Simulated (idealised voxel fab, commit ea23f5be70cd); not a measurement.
The following is a process module called voxel lift off.
In the cross-section labelled cut, the width is 300 nm and each square cell is 5 nm.
Heads up, the way a cross-section reads in here is a grid of square cells, handed over as bands from the top down, with every band being one or more rows of cells.
Quick guide to a band line: top height, bottom height (nm) up front; then every material left to right with its width in nm. Only one material and it's marked "all across"? Then it fills the band edge to edge. And "air" just means empty space.
For the purposes of this specification, 0 denotes the height below which the wafer in its as-received condition is composed wholly of one material, and the lowermost band, lacking a lower limit, extends downward without end, as expressed in "0..down".
Per-row width for "30..40": begins at first number (top row of band), ends at second number (bottom row), increment between rows held constant.
Step note "remained unchanged" = no cross-section cell changed.
Voids not open to the top, 8 cells minimum: see "Cavities, sealed". Written width x height at distance; distance is from the left edge; nm.
What comes after the settings on a step's line is commentary from the simulator itself on that step.
If you see "overlay nm" on a step's line and that step has a mask, it's telling you how far right of where it was planned the mask ended up; a negative number means it went left instead.
Everything after this point is organized in pairs: a cross-section before one process step, a cross-section after it that shows only as deep as the lowest changed band, and, under the pair, the intervening step with its settings. Because different runs of this module on the same starting wafer can supply different pairs, a pair continues from the pair above it only if its entry headed "Ahead of processing" says so.

-- Ahead of processing
- 0..down | Si all across
- Cavities, sealed: none

-- Section After Processing
- 10..0 | SiN all across
- Beneath the level 0, the cross-section is identical to its previous state.
- Cavities, sealed: none
Between before and after, shown above: CONFORMAL_DEP [material SiN] [thk nm 10]

Ahead of processing: the state before this step is the cross-section shown after the step in the pair just above.

-- Section After Processing
- 30..10 | 110 of resist, 25 of air, 25 of resist, 25 of air, 115 of resist
- Beneath the level 10, the cross-section is identical to its previous state.
- Cavities, sealed: none
Between before and after, shown above: PATTERN [tone open] [mask id LINES] [material resist] [width nm 25] [pitch nm 50] [thk nm 20] [overlay nm 0]

Ahead of processing: the state before this step is the cross-section shown after the step in the pair just above.

-- Section After Processing
- 40..30 | 110 of Ru, 25 of air, 25 of Ru, 25 of air, 115 of Ru
- 30..20 | 110 of resist, 25 of air, 25 of resist, 25 of air, 115 of resist
- 20..10 | 110 of resist, 25 of Ru, 25 of resist, 25 of Ru, 115 of resist
- Beneath the level 10, the cross-section is identical to its previous state.
- Cavities, sealed: none
Between before and after, shown above: DIRECTIONAL_DEP [material Ru] [thk nm 10]

Ahead of processing: the state before this step is the cross-section shown after the step in the pair just above.

-- Section After Processing
- 20..10 | 110 of air, 25 of Ru, 25 of air, 25 of Ru, 115 of air
- Beneath the level 10, the cross-section is identical to its previous state.
- Cavities, sealed: none
Between before and after, shown above: STRIP [etch materials resist]

Ahead of processing: the state before this step is the cross-section shown after the step in the pair just above.

-- Section After Processing
- 25..20 | 105 of air, 35 of SiN, 15 of air, 35 of SiN, 110 of air
- 20..15 | 105 of air, 5 of SiN, 25 of Ru, 5 of SiN, 15 of air, 5 of SiN, 25 of Ru, 5 of SiN, 110 of air
- 15..10 | 110 of SiN, 25 of Ru, 25 of SiN, 25 of Ru, 115 of SiN
- Beneath the level 10, the cross-section is identical to its previous state.
- Cavities, sealed: none
Between before and after, shown above: CONFORMAL_DEP [material SiN] [thk nm 5]

-- Ahead of processing
- 0..down | Si all across
- Cavities, sealed: none

-- Section After Processing
- 20..0 | 110 of resist, 25 of air, 25 of resist, 25 of air, 115 of resist
- Beneath the level 0, the cross-section is identical to its previous state.
- Cavities, sealed: none
Between before and after, shown above: PATTERN [tone open] [mask id LINES] [material resist] [width nm 25] [pitch nm 50] [thk nm 20] [overlay nm 0]

Ahead of processing: the state before this step is the cross-section shown after the step in the pair just above.

-- Section After Processing
- 30..20 | 110 of Ru, 25 of air, 25 of Ru, 25 of air, 115 of Ru
- 20..10 | 110 of resist, 25 of air, 25 of resist, 25 of air, 115 of resist
- 10..0 | 110 of resist, 25 of Ru, 25 of resist, 25 of Ru, 115 of resist
- Beneath the level 0, the cross-section is identical to its previous state.
- Cavities, sealed: none
Between before and after, shown above: DIRECTIONAL_DEP [material Ru] [thk nm 10]

Ahead of processing: the state before this step is the cross-section shown after the step in the pair just above.

-- Section After Processing
- 10..0 | 110 of air, 25 of Ru, 25 of air, 25 of Ru, 115 of air
- Beneath the level 0, the cross-section is identical to its previous state.
- Cavities, sealed: none
Between before and after, shown above: STRIP [etch materials resist]

Ahead of processing: the state before this step is the cross-section shown after the step in the pair just above.

-- Section After Processing
- 15..10 | 105 of air, 35 of SiN, 15 of air, 35 of SiN, 110 of air
- 10..5 | 105 of air, 5 of SiN, 25 of Ru, 5 of SiN, 15 of air, 5 of SiN, 25 of Ru, 5 of SiN, 110 of air
- 5..0 | 110 of SiN, 25 of Ru, 25 of SiN, 25 of Ru, 115 of SiN
- Beneath the level 0, the cross-section is identical to its previous state.
- Cavities, sealed: none
Between before and after, shown above: CONFORMAL_DEP [material SiN] [thk nm 5]

-- Ahead of processing
- 30..10 | 110 of resist, 25 of air, 25 of resist, 25 of air, 115 of resist
- 10..0 | SiN all across
- 0..down | Si all across
- Cavities, sealed: none

-- Section After Processing
- 45..30 | 110 of Ru, 25 of air, 25 of Ru, 25 of air, 115 of Ru
- 30..25 | 110 of resist, 25 of air, 25 of resist, 25 of air, 115 of resist
- 25..10 | 110 of resist, 25 of Ru, 25 of resist, 25 of Ru, 115 of resist
- Beneath the level 10, the cross-section is identical to its previous state.
- Cavities, sealed: none
Between before and after, shown above: DIRECTIONAL_DEP [material Ru] [thk nm 15]

Ahead of processing: the state before this step is the cross-section shown after the step in the pair just above.

-- Section After Processing
- 25..10 | 110 of air, 25 of Ru, 25 of air, 25 of Ru, 115 of air
- Beneath the level 10, the cross-section is identical to its previous state.
- Cavities, sealed: none
Between before and after, shown above: STRIP [etch materials resist]

Ahead of processing: the state before this step is the cross-section shown after the step in the pair just above.

-- Section After Processing
- 30..25 | 105 of air, 35 of SiN, 15 of air, 35 of SiN, 110 of air
- 25..15 | 105 of air, 5 of SiN, 25 of Ru, 5 of SiN, 15 of air, 5 of SiN, 25 of Ru, 5 of SiN, 110 of air
- 15..10 | 110 of SiN, 25 of Ru, 25 of SiN, 25 of Ru, 115 of SiN
- Beneath the level 10, the cross-section is identical to its previous state.
- Cavities, sealed: none
Between before and after, shown above: CONFORMAL_DEP [material SiN] [thk nm 5]

-- Ahead of processing
- 10..0 | SiN all across
- 0..down | Si all across
- Cavities, sealed: none

-- Section After Processing
- 30..10 | 105 of resist, 35 of air, 15 of resist, 35 of air, 110 of resist
- Beneath the level 10, the cross-section is identical to its previous state.
- Cavities, sealed: none
Between before and after, shown above: PATTERN [tone open] [mask id LINES] [material resist] [width nm 35] [pitch nm 50] [thk nm 20] [overlay nm 0]

Ahead of processing: the state before this step is the cross-section shown after the step in the pair just above.

-- Section After Processing
- 40..30 | 105 of Ru, 35 of air, 15 of Ru, 35 of air, 110 of Ru
- 30..20 | 105 of resist, 35 of air, 15 of resist, 35 of air, 110 of resist
- 20..10 | 105 of resist, 35 of Ru, 15 of resist, 35 of Ru, 110 of resist
- Beneath the level 10, the cross-section is identical to its previous state.
- Cavities, sealed: none
Between before and after, shown above: DIRECTIONAL_DEP [material Ru] [thk nm 10]

Ahead of processing: the state before this step is the cross-section shown after the step in the pair just above.

-- Section After Processing
- 20..10 | 105 of air, 35 of Ru, 15 of air, 35 of Ru, 110 of air
- Beneath the level 10, the cross-section is identical to its previous state.
- Cavities, sealed: none
Between before and after, shown above: STRIP [etch materials resist]

Ahead of processing: the state before this step is the cross-section shown after the step in the pair just above.

-- Section After Processing
- 25..20 | 100 of air, 45 of SiN, 5 of air, 45 of SiN, 105 of air
- 20..15 | 100 of air, 5 of SiN, 35 of Ru, 5 of SiN, 5 of air, 5 of SiN, 35 of Ru, 5 of SiN, 105 of air
- 15..10 | 105 of SiN, 35 of Ru, 15 of SiN, 35 of Ru, 110 of SiN
- Beneath the level 10, the cross-section is identical to its previous state.
- Cavities, sealed: none
Between before and after, shown above: CONFORMAL_DEP [material SiN] [thk nm 5]

-- Ahead of processing
- 10..0 | SiN all across
- 0..down | Si all across
- Cavities, sealed: none

-- Section After Processing
- 30..10 | 120 of resist, 25 of air, 25 of resist, 25 of air, 105 of resist
- Beneath the level 10, the cross-section is identical to its previous state.
- Cavities, sealed: none
Between before and after, shown above: PATTERN [tone open] [mask id LINES] [material resist] [width nm 25] [pitch nm 50] [thk nm 20] [overlay nm 10]

Ahead of processing: the state before this step is the cross-section shown after the step in the pair just above.

-- Section After Processing
- 40..30 | 120 of Ru, 25 of air, 25 of Ru, 25 of air, 105 of Ru
- 30..20 | 120 of resist, 25 of air, 25 of resist, 25 of air, 105 of resist
- 20..10 | 120 of resist, 25 of Ru, 25 of resist, 25 of Ru, 105 of resist
- Beneath the level 10, the cross-section is identical to its previous state.
- Cavities, sealed: none
Between before and after, shown above: DIRECTIONAL_DEP [material Ru] [thk nm 10]

Ahead of processing: the state before this step is the cross-section shown after the step in the pair just above.

-- Section After Processing
- 20..10 | 120 of air, 25 of Ru, 25 of air, 25 of Ru, 105 of air
- Beneath the level 10, the cross-section is identical to its previous state.
- Cavities, sealed: none
Between before and after, shown above: STRIP [etch materials resist]

Ahead of processing: the state before this step is the cross-section shown after the step in the pair just above.

-- Section After Processing
- 25..20 | 115 of air, 35 of SiN, 15 of air, 35 of SiN, 100 of air
- 20..15 | 115 of air, 5 of SiN, 25 of Ru, 5 of SiN, 15 of air, 5 of SiN, 25 of Ru, 5 of SiN, 100 of air
- 15..10 | 120 of SiN, 25 of Ru, 25 of SiN, 25 of Ru, 105 of SiN
- Beneath the level 10, the cross-section is identical to its previous state.
- Cavities, sealed: none
Between before and after, shown above: CONFORMAL_DEP [material SiN] [thk nm 5]

-- Ahead of processing
- 0..down | Si all across
- Cavities, sealed: none

-- Section After Processing
- 10..0 | Ru all across
- Beneath the level 0, the cross-section is identical to its previous state.
- Cavities, sealed: none
Between before and after, shown above: CONFORMAL_DEP [material Ru] [thk nm 10]

Ahead of processing: the state before this step is the cross-section shown after the step in the pair just above.

-- Section After Processing
- 30..10 | 110 of resist, 25 of air, 25 of resist, 25 of air, 115 of resist
- Beneath the level 10, the cross-section is identical to its previous state.
- Cavities, sealed: none
Between before and after, shown above: PATTERN [tone open] [mask id LINES] [material resist] [width nm 25] [pitch nm 50] [thk nm 20] [overlay nm 0]

Ahead of processing: the state before this step is the cross-section shown after the step in the pair just above.

-- Section After Processing
- 40..30 | 110 of Ru, 25 of air, 25 of Ru, 25 of air, 115 of Ru
- 30..20 | 110 of resist, 25 of air, 25 of resist, 25 of air, 115 of resist
- 20..10 | 110 of resist, 25 of Ru, 25 of resist, 25 of Ru, 115 of resist
- Beneath the level 10, the cross-section is identical to its previous state.
- Cavities, sealed: none
Between before and after, shown above: DIRECTIONAL_DEP [material Ru] [thk nm 10]

Ahead of processing: the state before this step is the cross-section shown after the step in the pair just above.

-- Section After Processing
- 20..10 | 110 of air, 25 of Ru, 25 of air, 25 of Ru, 115 of air
- Beneath the level 10, the cross-section is identical to its previous state.
- Cavities, sealed: none
Between before and after, shown above: STRIP [etch materials resist]

Ahead of processing: the state before this step is the cross-section shown after the step in the pair just above.

-- Section After Processing
- 25..20 | 105 of air, 35 of SiN, 15 of air, 35 of SiN, 110 of air
- 20..15 | 105 of air, 5 of SiN, 25 of Ru, 5 of SiN, 15 of air, 5 of SiN, 25 of Ru, 5 of SiN, 110 of air
- 15..10 | 110 of SiN, 25 of Ru, 25 of SiN, 25 of Ru, 115 of SiN
- Beneath the level 10, the cross-section is identical to its previous state.
- Cavities, sealed: none
Between before and after, shown above: CONFORMAL_DEP [material SiN] [thk nm 5]

-- Ahead of processing
- 10..0 | SiN all across
- 0..down | Si all across
- Cavities, sealed: none

-- Section After Processing
- 30..10 | 110 of air, 25 of resist, 25 of air, 25 of resist, 115 of air
- Beneath the level 10, the cross-section is identical to its previous state.
- Cavities, sealed: none
Between before and after, shown above: PATTERN [tone cover] [mask id LINES] [material resist] [width nm 25] [pitch nm 50] [thk nm 20] [overlay nm 0]

Ahead of processing: the state before this step is the cross-section shown after the step in the pair just above.

-- Section After Processing
- 40..30 | 110 of air, 25 of Ru, 25 of air, 25 of Ru, 115 of air
- 30..20 | 110 of air, 25 of resist, 25 of air, 25 of resist, 115 of air
- 20..10 | 110 of Ru, 25 of resist, 25 of Ru, 25 of resist, 115 of Ru
- Beneath the level 10, the cross-section is identical to its previous state.
- Cavities, sealed: none
Between before and after, shown above: DIRECTIONAL_DEP [material Ru] [thk nm 10]

Ahead of processing: the state before this step is the cross-section shown after the step in the pair just above.

-- Section After Processing
- 20..10 | 110 of Ru, 25 of air, 25 of Ru, 25 of air, 115 of Ru
- Beneath the level 10, the cross-section is identical to its previous state.
- Cavities, sealed: none
Between before and after, shown above: STRIP [etch materials resist]

Ahead of processing: the state before this step is the cross-section shown after the step in the pair just above.

-- Section After Processing
- 25..20 | 115 of SiN, 15 of air, 35 of SiN, 15 of air, 120 of SiN
- 20..15 | 110 of Ru, 5 of SiN, 15 of air, 5 of SiN, 25 of Ru, 5 of SiN, 15 of air, 5 of SiN, 115 of Ru
- 15..10 | 110 of Ru, 25 of SiN, 25 of Ru, 25 of SiN, 115 of Ru
- Beneath the level 10, the cross-section is identical to its previous state.
- Cavities, sealed: none
Between before and after, shown above: CONFORMAL_DEP [material SiN] [thk nm 5]
